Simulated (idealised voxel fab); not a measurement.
This section sets out a process module, namely voxel ribs on slabs.
In the cross-section labelled cut, the width is 220 nm and each square cell is 5 nm.
Cross-section format: a grid of square cells, given as bands from top to bottom; each band is one or more rows of cells. The band entry comprises the height of the band's top followed by the height of its bottom, expressed in nm, and subsequently the band's materials from left to right, each stated together with its width in nm. Where a single material is marked with the word "all across", that material fills the band from edge to edge. The word "blank" represents empty space. Height 0 is the level under which the wafer as received is all one material. The lowest band goes on downwards, as in "0 -> down". It should be noted that a width expressed as "30..40" varies in equal increments from row to row of cells within the band, taking the value of the first number at the top row and that of the second number at the bottom row. When a step is marked "remained the same", none of the cells in the cross-section changed during that step. "Enclosed internal voids" - sealed voids, min. 8 cells, no opening to top; format: width x height at distance (distance from left edge; nm throughout). Note: text after step settings on the step line = simulator remark on that step. overlay nm: step with mask; distance mask lay right of planned place; negative value = left of planned place.
The steps planned for the process are as follows:
1) RECEIVE | material Si
2) DIRECTIONAL_DEP | material SiO2 | thk nm 20
3) DIRECTIONAL_DEP | material polySi | thk nm 25
4) PATTERN | tone cover | mask id RIB | material resist | width nm 25 | thk nm 20 | overlay nm 0
5) DIRECTIONAL_ETCH | etch materials polySi | depth nm 5
6) STRIP | etch materials resist
7) MASKED_ETCH | tone cover | mask id SLAB | width nm 75 | etch materials polySi | depth nm 20 | overlay nm 0
8) FILL_DEP | material SiO2 | thk nm 20
9) CMP | height nm 55
10) DIRECTIONAL_DEP | material W | thk nm 10
11) DIRECTIONAL_DEP | material aC | thk nm 5
12) PATTERN | tone cover | mask id HEATER | material resist | width nm 35 | thk nm 30 | overlay nm 0
13) DIRECTIONAL_ETCH | etch materials aC | depth nm 10
14) STRIP | etch materials resist
15) DIRECTIONAL_ETCH | etch materials W | depth nm 10
16) STRIP | etch materials aC
17) CONFORMAL_DEP | material SiN | thk nm 5
Split variable: thk nm, step 11. Plan value = first wafer. Wafers start alike.
Cross-section of the first incoming wafer of several, state after step 1:
* 0 -> down: Si all across
* Enclosed internal voids: none
First wafer at the end, after step 17:
* 70 -> 65: 85 nm blank  45 nm SiN  90 nm blank
* 65 -> 60: 85 nm blank  5 nm SiN  35 nm W  5 nm SiN  90 nm blank
* 60 -> 55: 90 nm SiN  35 nm W  95 nm SiN
* 55 -> 45: SiO2 all across
* 45 -> 40: 95 nm SiO2  25 nm polySi  100 nm SiO2
* 40 -> 20: 70 nm SiO2  75 nm polySi  75 nm SiO2
* 20 -> 0: SiO2 all across
* 0 -> down: Si all across
* Enclosed internal voids: none
The last wafer as seen in cross-section at the end of the module:
* 70 -> 65: SiN all across
* 65 -> 55: W all across
* 55 -> 45: SiO2 all across
* 45 -> 40: 95 nm SiO2  25 nm polySi  100 nm SiO2
* 40 -> 20: 70 nm SiO2  75 nm polySi  75 nm SiO2
* 20 -> 0: SiO2 all across
* 0 -> down: Si all across
* Enclosed internal voids: none
The table below has one row for each wafer; a row shows, as of the end of the module, how many cells of each material the wafer has gained, marked (+), or lost, marked (-), since it was received, and then the wafer's closed voids:
thk nm 5, +48 SiN, +419 SiO2, +14 W, +65 polySi, Enclosed internal voids: none
thk nm 10, +48 SiN, +419 SiO2, +14 W, +65 polySi, Enclosed internal voids: none
thk nm 15, +44 SiN, +419 SiO2, +88 W, +65 polySi, Enclosed internal voids: none
thk nm 20, +44 SiN, +419 SiO2, +88 W, +65 polySi, Enclosed internal voids: none
thk nm 25, +44 SiN, +419 SiO2, +88 W, +65 polySi, Enclosed internal voids: none
